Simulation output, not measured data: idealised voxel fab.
This is a process module. Its name is voxel ribs on slabs.
We display cut, a cross-section 220 nm in width whose square cells are each 5 nm.
In this document a cross-section is written as a grid of square cells. It is given as a series of bands, listed from the top down, and a band is one or more rows of cells. The entry gives the band's vertical extent as a top height and a bottom height in nm, then its horizontal make-up as materials from left to right, each with a width in nm. "blank" stands for empty space; a single material marked "all across" fills the band edge to edge. Heights are expressed relative to 0, this being the level below which the as-received wafer comprises one material exclusively. The lowest band is unbounded in the downward direction and is denoted as in "0 and below". Width: "30->40" (first number = top row, second number = bottom row, same change from row to row of cells). Step note "nothing was modified" = no cross-section cell changed. "Closed internal voids" contains a list of empty spaces, each no smaller than 8 cells and without an open way to the top, written in the form width x height at distance with the distance from the left edge and all three in nm. Past the settings on a step's line: simulator remark, on that step. The line of a step may include "overlay nm". On a step with a mask, this value is how far to the right of its planned place the mask lay. A negative value means the mask lay to the left.

Listed below are the process steps as planned:
| 1 | RECEIVE,material Si |
| 2 | DIRECTIONAL_DEP,material SiO2,thk nm 20 |
| 3 | DIRECTIONAL_DEP,material polySi,thk nm 25 |
| 4 | PATTERN,tone cover,mask id RIB,material resist,width nm 25,thk nm 20,overlay nm 0 |
| 5 | DIRECTIONAL_ETCH,etch materials polySi,depth nm 5 |
| 6 | STRIP,etch materials resist |
| 7 | MASKED_ETCH,tone cover,mask id SLAB,width nm 75,etch materials polySi,depth nm 20,overlay nm -15 |
| 8 | FILL_DEP,material SiO2,thk nm 20 |
| 9 | CMP,height nm 55 |
| 10 | DIRECTIONAL_DEP,material W,thk nm 10 |
| 11 | DIRECTIONAL_DEP,material aC,thk nm 10 |
| 12 | PATTERN,tone cover,mask id HEATER,material resist,width nm 35,thk nm 30,overlay nm 0 |
| 13 | DIRECTIONAL_ETCH,etch materials aC,depth nm 10 |
| 14 | STRIP,etch materials resist |
| 15 | DIRECTIONAL_ETCH,etch materials W,depth nm 10 |
| 16 | STRIP,etch materials aC |
| 17 | CONFORMAL_DEP,material SiN,thk nm 5 |
For clarity, it should be stated that the wafers under discussion commence in an identical condition and differ with respect to the overlay nm of step 7, the plan indicating the value that the first wafer had.

First of several wafers, received after step 1, in cross-section:
0 and below | Si all across
Closed internal voids: none

Below, a row for every wafer. Read it as the end-of-module picture: for each material the wafer shows its cells gained (+) or lost (-) since it was received, and then its closed voids:
overlay nm -15 | +48 SiN | +419 SiO2 | +14 W | +65 polySi | Closed internal voids: none
overlay nm -10 | +48 SiN | +419 SiO2 | +14 W | +65 polySi | Closed internal voids: none
overlay nm -5 | +48 SiN | +419 SiO2 | +14 W | +65 polySi | Closed internal voids: none
overlay nm 0 | +48 SiN | +419 SiO2 | +14 W | +65 polySi | Closed internal voids: none
overlay nm 5 | +48 SiN | +419 SiO2 | +14 W | +65 polySi | Closed internal voids: none
overlay nm 10 | +48 SiN | +419 SiO2 | +14 W | +65 polySi | Closed internal voids: none
overlay nm 15 | +48 SiN | +419 SiO2 | +14 W | +65 polySi | Closed internal voids: none
